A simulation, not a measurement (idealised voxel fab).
Module name: voxel wiring stack (process module)
Cross-sectional view cut (width: 250 nm; square cell size: 5 nm).
A cross-section is written here as square cells arranged in a grid, and it is given in bands from the top down, each band taking up one or more rows of cells.
This entry defines a band. It first specifies the height of the band's top and the height of its bottom in nm, and then specifies the band's materials from left to right, stating each material with its width in nm. The word "all across" identifies a single material that fills the band from edge to edge, while the word "air" identifies empty space.
Zero point of the height axis is 0; under it, received wafer = one material. Lowest band: continues down indefinitely, "top 0, no bottom".
The two numbers in a width such as "30 to 40" mark its ends across the band: the first belongs to the top row of cells, the second to the bottom row, and from each row to the next the width moves by the same amount.
"identical to before" -> step changed no cross-section cell.
"Voids, fully enclosed" contains a list of empty spaces, each no smaller than 8 cells and without an open way to the top, written in the form width x height at distance with the distance from the left edge and all three in nm.
Where a step's line continues beyond its settings, the continuation is a remark by the simulator itself on that step.
When a step includes a mask, the "overlay nm" setting on its line states how far to the right of its planned place that mask lay, and negative values state how far to the left.

-- The process steps that were planned are listed below
1. RECEIVE (material Si)
2. CONFORMAL_DEP (material SiO2; thk nm 10)
3. DIRECTIONAL_DEP (material TiN; thk nm 5)
4. DIRECTIONAL_DEP (material W; thk nm 25)
5. PATTERN (tone cover; mask id METAL_1; material resist; width nm 30; pitch nm 55; thk nm 20; overlay nm 0)
6. DIRECTIONAL_ETCH (etch materials W; depth nm 25)
7. DIRECTIONAL_ETCH (etch materials TiN; depth nm 5)
8. STRIP (etch materials resist)
9. CONFORMAL_DEP (material SiN; thk nm 5)
10. FILL_DEP (material SiO2; thk nm 10)
11. CMP (height nm 40)
12. CONFORMAL_DEP (material SiCN; thk nm 5)
13. DIRECTIONAL_DEP (material SiO2; thk nm 30)
14. PATTERN (tone open; mask id METAL_2_HOLES; material resist; width nm 15; pitch nm 55; thk nm 20; overlay nm 0)
15. DIRECTIONAL_ETCH (etch materials SiO2; depth nm 30)
16. STRIP (etch materials resist)
17. PATTERN (tone open; mask id METAL_2; material resist; width nm 30; pitch nm 55; thk nm 20; overlay nm 0)
18. DIRECTIONAL_ETCH (etch materials SiO2; depth nm 20)
19. DIRECTIONAL_ETCH (etch materials SiCN; depth nm 5)
20. STRIP (etch materials resist)
21. CONFORMAL_DEP (material TiN; thk nm 5)
22. FILL_DEP (material Ru; thk nm 5)
23. CMP (height nm 75)
24. CONFORMAL_DEP (material SiCN; thk nm 5)
25. DIRECTIONAL_DEP (material SiO2; thk nm 35)
26. MASKED_ETCH (tone open; mask id METAL_3_HOLES; width nm 15; pitch nm 55; etch materials SiO2; depth nm 35; overlay nm 0)
27. MASKED_ETCH (tone open; mask id METAL_3; width nm 30; pitch nm 55; etch materials SiO2; depth nm 20; overlay nm 0)
28. MASKED_ETCH (tone open; mask id METAL_3; width nm 30; pitch nm 55; etch materials SiCN; depth nm 5; overlay nm 0)
29. CONFORMAL_DEP (material TiN; thk nm 5)
30. FILL_DEP (material Cu; thk nm 10)
31. CMP (height nm 115)
32. CONFORMAL_DEP (material SiCN; thk nm 5)

-- The first of a set of two wafers, run to plan

-- Cross-section of the incoming wafer, state after step 1
    top 0, no bottom | Si all across
    Voids, fully enclosed: none

-- Cross-section through the wafer, step 2 finished
    top 10, bottom 0 | SiO2 all across
    Beneath the level 0, the cross-section is identical to its previous state.

-- Cross-section through the wafer, step 3 finished
    top 15, bottom 10 | TiN all across
    Beneath the level 10, the cross-section is identical to its previous state.

-- Cross-section through the wafer, step 4 finished
    top 40, bottom 15 | W all across
    Beneath the level 15, the cross-section is identical to its previous state.

-- Cross-section through the wafer, step 5 finished
    top 60, bottom 40 | air=80, then resist=30, then air=25, then resist=30, then air=85
    Beneath the level 40, the cross-section is identical to its previous state.

-- Cross-section through the wafer, step 6 finished
    top 60, bottom 40 | air=80, then resist=30, then air=25, then resist=30, then air=85
    top 40, bottom 15 | air=80, then W=30, then air=25, then W=30, then air=85
    Beneath the level 15, the cross-section is identical to its previous state.

-- Cross-section through the wafer, step 7 finished
    top 60, bottom 40 | air=80, then resist=30, then air=25, then resist=30, then air=85
    top 40, bottom 15 | air=80, then W=30, then air=25, then W=30, then air=85
    top 15, bottom 10 | air=80, then TiN=30, then air=25, then TiN=30, then air=85
    Beneath the level 10, the cross-section is identical to its previous state.

-- Cross-section through the wafer, step 8 finished
    top 40, bottom 15 | air=80, then W=30, then air=25, then W=30, then air=85
    Beneath the level 15, the cross-section is identical to its previous state.

-- Cross-section through the wafer, step 9 finished
    top 45, bottom 40 | air=75, then SiN=40, then air=15, then SiN=40, then air=80
    top 40, bottom 15 | air=75, then SiN=5, then W=30, then SiN=5, then air=15, then SiN=5, then W=30, then SiN=5, then air=80
    top 15, bottom 10 | SiN=80, then TiN=30, then SiN=25, then TiN=30, then SiN=85
    Beneath the level 10, the cross-section is identical to its previous state.

-- Cross-section through the wafer, step 10 finished
    top 55, bottom 45 | SiO2 all across
    top 45, bottom 40 | SiO2=75, then SiN=40, then SiO2=15, then SiN=40, then SiO2=80
    top 40, bottom 15 | SiO2=75, then SiN=5, then W=30, then SiN=5, then SiO2=15, then SiN=5, then W=30, then SiN=5, then SiO2=80
    Beneath the level 15, the cross-section is identical to its previous state.

-- Cross-section through the wafer, step 11 finished
    top 40, bottom 15 | SiO2=75, then SiN=5, then W=30, then SiN=5, then SiO2=15, then SiN=5, then W=30, then SiN=5, then SiO2=80
    Beneath the level 15, the cross-section is identical to its previous state.

-- Cross-section through the wafer, step 12 finished
    top 45, bottom 40 | SiCN all across
    Beneath the level 40, the cross-section is identical to its previous state.

-- Cross-section through the wafer, step 13 finished
    top 75, bottom 45 | SiO2 all across
    Beneath the level 45, the cross-section is identical to its previous state.

-- Cross-section through the wafer, step 14 finished
    top 95, bottom 75 | resist=80, then air=15, then resist=40, then air=15, then resist=100
    Beneath the level 75, the cross-section is identical to its previous state.

-- Cross-section through the wafer, step 15 finished
    top 95, bottom 75 | resist=80, then air=15, then resist=40, then air=15, then resist=100
    top 75, bottom 45 | SiO2=80, then air=15, then SiO2=40, then air=15, then SiO2=100
    Beneath the level 45, the cross-section is identical to its previous state.

-- Cross-section through the wafer, step 16 finished
    top 75, bottom 45 | SiO2=80, then air=15, then SiO2=40, then air=15, then SiO2=100
    Beneath the level 45, the cross-section is identical to its previous state.

-- Cross-section through the wafer, step 17 finished
    top 95, bottom 75 | resist=80, then air=30, then resist=25, then air=30, then resist=85
    Beneath the level 75, the cross-section is identical to its previous state.

-- Cross-section through the wafer, step 18 finished
    top 95, bottom 75 | resist=80, then air=30, then resist=25, then air=30, then resist=85
    top 75, bottom 55 | SiO2=80, then air=30, then SiO2=25, then air=30, then SiO2=85
    Beneath the level 55, the cross-section is identical to its previous state.

-- Cross-section through the wafer, step 19 finished
    top 95, bottom 75 | resist=80, then air=30, then resist=25, then air=30, then resist=85
    top 75, bottom 55 | SiO2=80, then air=30, then SiO2=25, then air=30, then SiO2=85
    top 55, bottom 45 | SiO2=80, then air=15, then SiO2=40, then air=15, then SiO2=100
    top 45, bottom 40 | SiCN=80, then air=15, then SiCN=40, then air=15, then SiCN=100
    Beneath the level 40, the cross-section is identical to its previous state.

-- Cross-section through the wafer, step 20 finished
    top 75, bottom 55 | SiO2=80, then air=30, then SiO2=25, then air=30, then SiO2=85
    Beneath the level 55, the cross-section is identical to its previous state.

-- Cross-section through the wafer, step 21 finished
    top 80, bottom 75 | TiN=85, then air=20, then TiN=35, then air=20, then TiN=90
    top 75, bottom 60 | SiO2=80, then TiN=5, then air=20, then TiN=5, then SiO2=25, then TiN=5, then air=20, then TiN=5, then SiO2=85
    top 60, bottom 55 | SiO2=80, then TiN=5, then air=5, then TiN=20, then SiO2=25, then TiN=5, then air=5, then TiN=20, then SiO2=85
    top 55, bottom 45 | SiO2=80, then TiN=5, then air=5, then TiN=5, then SiO2=40, then TiN=5, then air=5, then TiN=5, then SiO2=100
    top 45, bottom 40 | SiCN=80, then TiN=15, then SiCN=40, then TiN=15, then SiCN=100
    Beneath the level 40, the cross-section is identical to its previous state.

-- Cross-section through the wafer, step 22 finished
    top 85, bottom 80 | Ru all across
    top 80, bottom 75 | TiN=85, then Ru=20, then TiN=35, then Ru=20, then TiN=90
    top 75, bottom 60 | SiO2=80, then TiN=5, then Ru=20, then TiN=5, then SiO2=25, then TiN=5, then Ru=20, then TiN=5, then SiO2=85
    top 60, bottom 55 | SiO2=80, then TiN=5, then Ru=5, then TiN=20, then SiO2=25, then TiN=5, then Ru=5, then TiN=20, then SiO2=85
    top 55, bottom 45 | SiO2=80, then TiN=5, then Ru=5, then TiN=5, then SiO2=40, then TiN=5, then Ru=5, then TiN=5, then SiO2=100
    Beneath the level 45, the cross-section is identical to its previous state.

-- Cross-section through the wafer, step 23 finished
    top 75, bottom 60 | SiO2=80, then TiN=5, then Ru=20, then TiN=5, then SiO2=25, then TiN=5, then Ru=20, then TiN=5, then SiO2=85
    Beneath the level 60, the cross-section is identical to its previous state.

-- Cross-section through the wafer, step 24 finished
    top 80, bottom 75 | SiCN all across
    Beneath the level 75, the cross-section is identical to its previous state.

-- Cross-section through the wafer, step 25 finished
    top 115, bottom 80 | SiO2 all across
    Beneath the level 80, the cross-section is identical to its previous state.

-- Cross-section through the wafer, step 26 finished
    top 115, bottom 80 | SiO2=80, then air=15, then SiO2=40, then air=15, then SiO2=100
    Beneath the level 80, the cross-section is identical to its previous state.

-- Cross-section through the wafer, step 27 finished
    top 115, bottom 95 | SiO2=80, then air=30, then SiO2=25, then air=30, then SiO2=85
    Beneath the level 95, the cross-section is identical to its previous state.

-- Cross-section through the wafer, step 28 finished
    top 115, bottom 95 | SiO2=80, then air=30, then SiO2=25, then air=30, then SiO2=85
    top 95, bottom 80 | SiO2=80, then air=15, then SiO2=40, then air=15, then SiO2=100
    top 80, bottom 75 | SiCN=80, then air=15, then SiCN=40, then air=15, then SiCN=100
    Beneath the level 75, the cross-section is identical to its previous state.

-- Cross-section through the wafer, step 29 finished
    top 120, bottom 115 | TiN=85, then air=20, then TiN=35, then air=20, then TiN=90
    top 115, bottom 100 | SiO2=80, then TiN=5, then air=20, then TiN=5, then SiO2=25, then TiN=5, then air=20, then TiN=5, then SiO2=85
    top 100, bottom 95 | SiO2=80, then TiN=5, then air=5, then TiN=20, then SiO2=25, then TiN=5, then air=5, then TiN=20, then SiO2=85
    top 95, bottom 80 | SiO2=80, then TiN=5, then air=5, then TiN=5, then SiO2=40, then TiN=5, then air=5, then TiN=5, then SiO2=100
    top 80, bottom 75 | SiCN=80, then TiN=15, then SiCN=40, then TiN=15, then SiCN=100
    Beneath the level 75, the cross-section is identical to its previous state.

-- Cross-section through the wafer, step 30 finished
    top 130, bottom 120 | Cu all across
    top 120, bottom 115 | TiN=85, then Cu=20, then TiN=35, then Cu=20, then TiN=90
    top 115, bottom 100 | SiO2=80, then TiN=5, then Cu=20, then TiN=5, then SiO2=25, then TiN=5, then Cu=20, then TiN=5, then SiO2=85
    top 100, bottom 95 | SiO2=80, then TiN=5, then Cu=5, then TiN=20, then SiO2=25, then TiN=5, then Cu=5, then TiN=20, then SiO2=85
    top 95, bottom 80 | SiO2=80, then TiN=5, then Cu=5, then TiN=5, then SiO2=40, then TiN=5, then Cu=5, then TiN=5, then SiO2=100
    Beneath the level 80, the cross-section is identical to its previous state.

-- Cross-section through the wafer, step 31 finished
    top 115, bottom 100 | SiO2=80, then TiN=5, then Cu=20, then TiN=5, then SiO2=25, then TiN=5, then Cu=20, then TiN=5, then SiO2=85
    Beneath the level 100, the cross-section is identical to its previous state.

-- Cross-section through the wafer, step 32 finished
    top 120, bottom 115 | SiCN all across
    Beneath the level 115, the cross-section is identical to its previous state.

-- The second wafer began exactly as the first did and followed the same plan, but one mistake was made while running it; through step 4 inclusive, the two wafers are identical

-- Cross-section: second wafer, time at which step 5 was scheduled to end
    top 60, bottom 40 | air=85, then resist=25, then air=30, then resist=25, then air=85
    Beneath the level 40, the cross-section is identical to its previous state.

-- Cross-section: second wafer, time at which step 6 was scheduled to end
    top 60, bottom 40 | air=85, then resist=25, then air=30, then resist=25, then air=85
    top 40, bottom 15 | air=85, then W=25, then air=30, then W=25, then air=85
    Beneath the level 15, the cross-section is identical to its previous state.

-- Cross-section: second wafer, time at which step 7 was scheduled to end
    top 60, bottom 40 | air=85, then resist=25, then air=30, then resist=25, then air=85
    top 40, bottom 15 | air=85, then W=25, then air=30, then W=25, then air=85
    top 15, bottom 10 | air=85, then TiN=25, then air=30, then TiN=25, then air=85
    Beneath the level 10, the cross-section is identical to its previous state.

-- Cross-section: second wafer, time at which step 8 was scheduled to end
    top 40, bottom 15 | air=85, then W=25, then air=30, then W=25, then air=85
    Beneath the level 15, the cross-section is identical to its previous state.

-- Cross-section: second wafer, time at which step 9 was scheduled to end
    top 45, bottom 40 | air=80, then SiN=35, then air=20, then SiN=35, then air=80
    top 40, bottom 15 | air=80, then SiN=5, then W=25, then SiN=5, then air=20, then SiN=5, then W=25, then SiN=5, then air=80
    top 15, bottom 10 | SiN=85, then TiN=25, then SiN=30, then TiN=25, then SiN=85
    Beneath the level 10, the cross-section is identical to its previous state.

-- Cross-section: second wafer, time at which step 10 was scheduled to end
    top 55, bottom 45 | SiO2 all across
    top 45, bottom 40 | SiO2=80, then SiN=35, then SiO2=20, then SiN=35, then SiO2=80
    top 40, bottom 15 | SiO2=80, then SiN=5, then W=25, then SiN=5, then SiO2=20, then SiN=5, then W=25, then SiN=5, then SiO2=80
    Beneath the level 15, the cross-section is identical to its previous state.

-- Cross-section: second wafer, time at which step 11 was scheduled to end
    top 40, bottom 15 | SiO2=80, then SiN=5, then W=25, then SiN=5, then SiO2=20, then SiN=5, then W=25, then SiN=5, then SiO2=80
    Beneath the level 15, the cross-section is identical to its previous state.

-- Cross-section: second wafer, time at which step 12 was scheduled to end
    top 45, bottom 40 | SiCN all across
    Beneath the level 40, the cross-section is identical to its previous state.

-- Cross-section: second wafer, time at which step 13 was scheduled to end
    top 75, bottom 45 | SiO2 all across
    Beneath the level 45, the cross-section is identical to its previous state.

-- Cross-section: second wafer, time at which step 14 was scheduled to end
    top 95, bottom 75 | resist=80, then air=15, then resist=40, then air=15, then resist=100
    Beneath the level 75, the cross-section is identical to its previous state.

-- Cross-section: second wafer, time at which step 15 was scheduled to end
    top 95, bottom 75 | resist=80, then air=15, then resist=40, then air=15, then resist=100
    top 75, bottom 45 | SiO2=80, then air=15, then SiO2=40, then air=15, then SiO2=100
    Beneath the level 45, the cross-section is identical to its previous state.

-- Cross-section: second wafer, time at which step 16 was scheduled to end
    top 75, bottom 45 | SiO2=80, then air=15, then SiO2=40, then air=15, then SiO2=100
    Beneath the level 45, the cross-section is identical to its previous state.

-- Cross-section: second wafer, time at which step 17 was scheduled to end
    top 95, bottom 75 | resist=80, then air=30, then resist=25, then air=30, then resist=85
    Beneath the level 75, the cross-section is identical to its previous state.

-- Cross-section: second wafer, time at which step 18 was scheduled to end
    top 95, bottom 75 | resist=80, then air=30, then resist=25, then air=30, then resist=85
    top 75, bottom 55 | SiO2=80, then air=30, then SiO2=25, then air=30, then SiO2=85
    Beneath the level 55, the cross-section is identical to its previous state.

-- Cross-section: second wafer, time at which step 19 was scheduled to end
    top 95, bottom 75 | resist=80, then air=30, then resist=25, then air=30, then resist=85
    top 75, bottom 55 | SiO2=80, then air=30, then SiO2=25, then air=30, then SiO2=85
    top 55, bottom 45 | SiO2=80, then air=15, then SiO2=40, then air=15, then SiO2=100
    top 45, bottom 40 | SiCN=80, then air=15, then SiCN=40, then air=15, then SiCN=100
    Beneath the level 40, the cross-section is identical to its previous state.

-- Cross-section: second wafer, time at which step 20 was scheduled to end
    top 75, bottom 55 | SiO2=80, then air=30, then SiO2=25, then air=30, then SiO2=85
    Beneath the level 55, the cross-section is identical to its previous state.

-- Cross-section: second wafer, time at which step 21 was scheduled to end
    top 80, bottom 75 | TiN=85, then air=20, then TiN=35, then air=20, then TiN=90
    top 75, bottom 60 | SiO2=80, then TiN=5, then air=20, then TiN=5, then SiO2=25, then TiN=5, then air=20, then TiN=5, then SiO2=85
    top 60, bottom 55 | SiO2=80, then TiN=5, then air=5, then TiN=20, then SiO2=25, then TiN=5, then air=5, then TiN=20, then SiO2=85
    top 55, bottom 45 | SiO2=80, then TiN=5, then air=5, then TiN=5, then SiO2=40, then TiN=5, then air=5, then TiN=5, then SiO2=100
    top 45, bottom 40 | SiCN=80, then TiN=15, then SiCN=40, then TiN=15, then SiCN=100
    Beneath the level 40, the cross-section is identical to its previous state.

-- Cross-section: second wafer, time at which step 22 was scheduled to end
    top 85, bottom 80 | Ru all across
    top 80, bottom 75 | TiN=85, then Ru=20, then TiN=35, then Ru=20, then TiN=90
    top 75, bottom 60 | SiO2=80, then TiN=5, then Ru=20, then TiN=5, then SiO2=25, then TiN=5, then Ru=20, then TiN=5, then SiO2=85
    top 60, bottom 55 | SiO2=80, then TiN=5, then Ru=5, then TiN=20, then SiO2=25, then TiN=5, then Ru=5, then TiN=20, then SiO2=85
    top 55, bottom 45 | SiO2=80, then TiN=5, then Ru=5, then TiN=5, then SiO2=40, then TiN=5, then Ru=5, then TiN=5, then SiO2=100
    Beneath the level 45, the cross-section is identical to its previous state.

-- Cross-section: second wafer, time at which step 23 was scheduled to end
    top 75, bottom 60 | SiO2=80, then TiN=5, then Ru=20, then TiN=5, then SiO2=25, then TiN=5, then Ru=20, then TiN=5, then SiO2=85
    Beneath the level 60, the cross-section is identical to its previous state.

-- Cross-section: second wafer, time at which step 24 was scheduled to end
    top 80, bottom 75 | SiCN all across
    Beneath the level 75, the cross-section is identical to its previous state.

-- Cross-section: second wafer, time at which step 25 was scheduled to end
    top 115, bottom 80 | SiO2 all across
    Beneath the level 80, the cross-section is identical to its previous state.

-- Cross-section: second wafer, time at which step 26 was scheduled to end
    top 115, bottom 80 | SiO2=80, then air=15, then SiO2=40, then air=15, then SiO2=100
    Beneath the level 80, the cross-section is identical to its previous state.

-- Cross-section: second wafer, time at which step 27 was scheduled to end
    top 115, bottom 95 | SiO2=80, then air=30, then SiO2=25, then air=30, then SiO2=85
    Beneath the level 95, the cross-section is identical to its previous state.

-- Cross-section: second wafer, time at which step 28 was scheduled to end
    top 115, bottom 95 | SiO2=80, then air=30, then SiO2=25, then air=30, then SiO2=85
    top 95, bottom 80 | SiO2=80, then air=15, then SiO2=40, then air=15, then SiO2=100
    top 80, bottom 75 | SiCN=80, then air=15, then SiCN=40, then air=15, then SiCN=100
    Beneath the level 75, the cross-section is identical to its previous state.

-- Cross-section: second wafer, time at which step 29 was scheduled to end
    top 120, bottom 115 | TiN=85, then air=20, then TiN=35, then air=20, then TiN=90
    top 115, bottom 100 | SiO2=80, then TiN=5, then air=20, then TiN=5, then SiO2=25, then TiN=5, then air=20, then TiN=5, then SiO2=85
    top 100, bottom 95 | SiO2=80, then TiN=5, then air=5, then TiN=20, then SiO2=25, then TiN=5, then air=5, then TiN=20, then SiO2=85
    top 95, bottom 80 | SiO2=80, then TiN=5, then air=5, then TiN=5, then SiO2=40, then TiN=5, then air=5, then TiN=5, then SiO2=100
    top 80, bottom 75 | SiCN=80, then TiN=15, then SiCN=40, then TiN=15, then SiCN=100
    Beneath the level 75, the cross-section is identical to its previous state.

-- Cross-section: second wafer, time at which step 30 was scheduled to end
    top 130, bottom 120 | Cu all across
    top 120, bottom 115 | TiN=85, then Cu=20, then TiN=35, then Cu=20, then TiN=90
    top 115, bottom 100 | SiO2=80, then TiN=5, then Cu=20, then TiN=5, then SiO2=25, then TiN=5, then Cu=20, then TiN=5, then SiO2=85
    top 100, bottom 95 | SiO2=80, then TiN=5, then Cu=5, then TiN=20, then SiO2=25, then TiN=5, then Cu=5, then TiN=20, then SiO2=85
    top 95, bottom 80 | SiO2=80, then TiN=5, then Cu=5, then TiN=5, then SiO2=40, then TiN=5, then Cu=5, then TiN=5, then SiO2=100
    Beneath the level 80, the cross-section is identical to its previous state.

-- Cross-section: second wafer, time at which step 31 was scheduled to end
    top 115, bottom 100 | SiO2=80, then TiN=5, then Cu=20, then TiN=5, then SiO2=25, then TiN=5, then Cu=20, then TiN=5, then SiO2=85
    Beneath the level 100, the cross-section is identical to its previous state.

-- Cross-section: second wafer, time at which step 32 was scheduled to end
    top 120, bottom 115 | SiCN all across
    Beneath the level 115, the cross-section is identical to its previous state.
In executing the process, a mistake was made relative to the plan: off-plan run, step 5, actual operation and settings PATTERN (tone cover; mask id METAL_1; material resist; width nm 25; pitch nm 55; thk nm 20; overlay nm 0)
Wafer comparison, final, in cells, second relative to first, materials more or fewer: SiN +2, SiO2 +10, TiN -2, W -10
